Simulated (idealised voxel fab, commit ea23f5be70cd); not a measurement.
Name of the process module below: voxel capacitor over wiring
cross-section cut | 300 nm wide | cells 5 nm
A cross-section is written here as square cells arranged in a grid, and it is given in bands from the top down, each band taking up one or more rows of cells. Band entry format. Leading values: height of top, height of bottom, nm. Remainder: materials in left-to-right order, each with its width in nm. Special words: "edge to edge" on a single material, which then fills the band edge to edge; "air", empty space. We count height from 0. Below that, the starting wafer is all one material. The lowest band never ends at the bottom but goes on down; see "top 0, no bottom" for how that is written. With a width like "30 to 40", each row of cells in the band differs from the next by the same amount, the top row carrying the first number and the bottom row the second. Basically "no modifications" means that step didn't change any cell in the cross-section. You'll see "Sealed-off cavities" listing empty spaces that have no way open to the top, as long as they're 8 cells or more; the notation is width x height at distance, where the distance is from the left edge, and all of it is in nm. On each step's line, the part that comes after the settings is the simulator's own comment on the step. "overlay nm" on a masked step: distance the mask lay right of its planned place, negative for left.
# plan
step 1: RECEIVE [material Si]
step 2: CONFORMAL_DEP [material SiO2] [thk nm 10]
step 3: CONFORMAL_DEP [material SiN] [thk nm 5]
step 4: DIRECTIONAL_DEP [material SiO2] [thk nm 25]
step 5: DIRECTIONAL_DEP [material aC] [thk nm 10]
step 6: PATTERN [tone open] [mask id METAL_1] [material resist] [width nm 30] [pitch nm 85] [thk nm 30] [overlay nm 0]
step 7: DIRECTIONAL_ETCH [etch materials aC] [depth nm 10]
step 8: STRIP [etch materials resist]
step 9: DIRECTIONAL_ETCH [etch materials SiO2] [depth nm 25]
step 10: DIRECTIONAL_ETCH [etch materials SiN] [depth nm 5]
step 11: STRIP [etch materials aC]
step 12: CONFORMAL_DEP [material TiN] [thk nm 5]
step 13: FILL_DEP [material Cu] [thk nm 10]
step 14: CMP [height nm 40]
step 15: CONFORMAL_DEP [material SiCN] [thk nm 5]
step 16: DIRECTIONAL_DEP [material lowk] [thk nm 20]
step 17: MASKED_ETCH [tone open] [mask id PLUG_1] [width nm 15] [etch materials lowk] [depth nm 20] [overlay nm 0]
step 18: MASKED_ETCH [tone open] [mask id PLUG_1] [width nm 15] [etch materials SiCN] [depth nm 5] [overlay nm 0]
step 19: EPI [material Ru] [thk nm 10]
step 20: EPI [material Ru] [thk nm 10]
step 21: EPI [material Ru] [thk nm 5]
step 22: DIRECTIONAL_DEP [material TiN] [thk nm 10]
step 23: DIRECTIONAL_DEP [material SiN] [thk nm 5]
step 24: DIRECTIONAL_DEP [material TiN] [thk nm 5]
step 25: MASKED_ETCH [tone cover] [mask id UPPER_PLATE] [width nm 60] [etch materials TiN] [depth nm 5] [overlay nm 0]
step 26: MASKED_ETCH [tone cover] [mask id UPPER_PLATE] [width nm 60] [etch materials SiN] [depth nm 5] [overlay nm 0]
step 27: PATTERN [tone cover] [mask id LOWER_PLATE] [material resist] [width nm 70] [thk nm 15] [overlay nm 0]
step 28: DIRECTIONAL_ETCH [etch materials TiN] [depth nm 10]
step 29: STRIP [etch materials resist]
step 30: FILL_DEP [material SiO2] [thk nm 15]
step 31: CMP [height nm 95]
step 32: MASKED_ETCH [tone open] [mask id PLUG_2] [width nm 15] [etch materials SiO2] [depth nm 10] [overlay nm 0]
step 33: CONFORMAL_DEP [material TiN] [thk nm 5]
step 34: FILL_DEP [material W] [thk nm 5]
step 35: CMP [height nm 95]
step 36: CONFORMAL_DEP [material SiCN] [thk nm 5]
# As-received wafer cross-section (after step 1)
* top 0, no bottom  Si edge to edge
* Sealed-off cavities: none
# One mistake in running the module, otherwise start and plan as above: cross-section at the end
* top 100, bottom 95  SiCN edge to edge
* top 95, bottom 90  115 SiO2 / 5 TiN / 5 W / 5 TiN / 170 SiO2
* top 90, bottom 80  115 to 105 SiO2 / 15 to 55 TiN / 170 to 140 SiO2
* top 80, bottom 75  105 SiO2 / 60 SiN / 135 SiO2
* top 75, bottom 65  90 SiO2 / 75 TiN / 135 SiO2
* top 65, bottom 45  105 lowk / 15 Ru / 180 lowk
* top 45, bottom 40  105 SiCN / 15 Ru / 180 SiCN
* top 40, bottom 15  90 SiO2 / 5 TiN / 20 Cu / 5 TiN / 55 SiO2 / 5 TiN / 20 Cu / 5 TiN / 95 SiO2
* top 15, bottom 10  90 SiN / 30 TiN / 55 SiN / 30 TiN / 95 SiN
* top 10, bottom 0  SiO2 edge to edge
* top 0, no bottom  Si edge to edge
* Sealed-off cavities: none
The plan and the run diverged here: rather than as planned, step 27 actually ran as PATTERN [tone cover] [mask id LOWER_PLATE] [material resist] [width nm 70] [thk nm 15] [overlay nm -10]
